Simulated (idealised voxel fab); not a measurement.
Title: Process Module voxel transistor to metal
The cross-section shown here is cut; it is 150 nm wide and divided into square cells measuring 5 nm on a side.
Notation: cross-section as square-cell grid; stated in bands, top first, going down; one or more cell rows per band. What a band's entry tells you: where the top is and where the bottom is, as heights in nm, and after that what lies inside, material by material from left to right, each with its width in nm. Empty space is written as the word "empty", and a single material marked with the word "full width" occupies the band from edge to edge. Below 0: as-received wafer, all one material; heights counted from there. Lowest band: no bottom, goes on down, written "0 down". The expression "30->40" gives the width at the extremes of the band, the first number at its top row of cells and the second at its bottom row, with the width changing by equal amounts from each row to the next in between. A step reported as "nothing changed" is a step in which no cell of the cross-section changed. Entry "Voids, enclosed". Content: empty spaces with no open connection to the top, size 8 cells or greater. Each: width x height at distance. Distance: from left edge. Unit: nm. Text after the settings on a step's line: the simulator's own remark on that step. Among the settings permitted on a step's line is "overlay nm"; applied to a step with a mask, it specifies the extent to which the mask lay to the right of its planned position, whereas a negative figure signifies a position to the left.

[The steps planned for the process are as follows]
1,RECEIVE [material Si]
2,OXIDIZE [depth nm 5]
3,CONFORMAL_DEP [material SiN] [thk nm 15]
4,MASKED_ETCH [tone cover] [mask id ACTIVE] [width nm 105] [etch materials SiN] [depth nm 15] [overlay nm 0]
5,MASKED_ETCH [tone cover] [mask id ACTIVE] [width nm 105] [etch materials SiO2] [depth nm 5] [overlay nm 0]
6,MASKED_ETCH [tone cover] [mask id ACTIVE] [width nm 105] [etch materials Si] [depth nm 35] [overlay nm 0]
7,OXIDIZE [depth nm 5]
8,FILL_DEP [material SiO2] [thk nm 5]
9,CMP [height nm 15]
10,SELECTIVE_ETCH [etch materials SiO2] [depth nm 10]
11,STRIP [etch materials SiN]
12,SELECTIVE_ETCH [etch materials SiO2] [depth nm 5]
13,OXIDIZE [depth nm 5]
14,DIRECTIONAL_DEP [material polySi] [thk nm 20]
15,DIRECTIONAL_DEP [material SiCN] [thk nm 10]
16,MASKED_ETCH [tone cover] [mask id GATE] [width nm 25] [etch materials SiCN] [depth nm 20] [overlay nm 0]
17,MASKED_ETCH [tone cover] [mask id GATE] [width nm 25] [etch materials polySi] [depth nm 30] [overlay nm 0]
18,CONFORMAL_DEP [material SiN] [thk nm 10]
19,DIRECTIONAL_ETCH [etch materials SiN] [depth nm 10]
20,DIRECTIONAL_ETCH [etch materials SiO2] [depth nm 5]
21,DIRECTIONAL_ETCH [etch materials Si] [depth nm 15]
22,EPI [material nSi] [thk nm 15]
23,FILL_DEP [material SiO2] [thk nm 10]
24,CMP [height nm 25]
25,DIRECTIONAL_DEP [material SiO2] [thk nm 15]
26,PATTERN [tone open] [mask id CONTACT] [material resist] [width nm 15] [pitch nm 80] [thk nm 15] [overlay nm 0]
27,DIRECTIONAL_ETCH [etch materials SiO2] [depth nm 50]
28,STRIP [etch materials resist]
29,CONFORMAL_DEP [material TiN] [thk nm 5]
30,FILL_DEP [material W] [thk nm 10]
31,CMP [height nm 40]
32,CONFORMAL_DEP [material SiN] [thk nm 5]
33,DIRECTIONAL_DEP [material lowk] [thk nm 25]
34,DIRECTIONAL_DEP [material aC] [thk nm 10]
35,PATTERN [tone open] [mask id METAL_1] [material resist] [width nm 15] [pitch nm 80] [thk nm 25] [overlay nm 0]
36,DIRECTIONAL_ETCH [etch materials aC] [depth nm 10]
37,STRIP [etch materials resist]
38,DIRECTIONAL_ETCH [etch materials lowk] [depth nm 25]
39,DIRECTIONAL_ETCH [etch materials SiN] [depth nm 5]
40,STRIP [etch materials aC]
41,CONFORMAL_DEP [material TiN] [thk nm 5]
42,FILL_DEP [material Cu] [thk nm 5]
43,CMP [height nm 70]
44,CONFORMAL_DEP [material SiN] [thk nm 5]

[Received-state cross-section, reflecting completion of step 1]
0 down  Si full width
Voids, enclosed: none

[End-of-module cross-section. Starting structure and process plan as above; one mistake made in running it]
75 to 70  SiN full width
70 to 50  25 lowk; 5 TiN; 5 Cu; 5 TiN; 65 lowk; 5 TiN; 5 Cu; 5 TiN; 30 lowk
50 to 45  25 lowk; 15 TiN; 65 lowk; 15 TiN; 30 lowk
45 to 40  SiCN full width
40 to 25  25 SiO2; 5 TiN; 5 W; 5 TiN; 65 SiO2; 5 TiN; 5 W; 5 TiN; 30 SiO2
25 to 15  25 SiO2; 5 TiN; 5 W; 5 TiN; 10 SiO2; 10 SiN; 25 SiCN; 10 SiN; 10 SiO2; 5 TiN; 5 W; 5 TiN; 30 SiO2
15 to 10  25 SiO2; 5 TiN; 5 W; 5 TiN; 10 SiO2; 10 SiN; 25 polySi; 10 SiN; 10 SiO2; 5 TiN; 5 W; 5 TiN; 30 SiO2
10 to 5  25 SiO2; 15 TiN; 10 SiO2; 10 SiN; 25 polySi; 10 SiN; 10 SiO2; 15 TiN; 30 SiO2
5 to 0  25 SiO2; 10 TiN; 15 nSi; 10 SiN; 25 polySi; 10 SiN; 15 nSi; 10 TiN; 30 SiO2
0 to -5  15 SiO2; 10 SiN; 10 TiN; 15 nSi; 10 SiN; 25 polySi; 10 SiN; 15 nSi; 10 TiN; 10 SiN; 20 SiO2
-5 to -10  25 SiO2; 10 TiN; 15 nSi; 45 SiO2; 15 nSi; 10 TiN; 30 SiO2
-10 to -25  25 SiO2; 25 nSi; 45 Si; 25 nSi; 30 SiO2
-25 to -45  25 SiO2; 95 Si; 30 SiO2
-45 down  Si full width
Voids, enclosed: none
Misprocessing identified: planned and actual differ for step 32; actual: CONFORMAL_DEP [material SiCN] [thk nm 5]
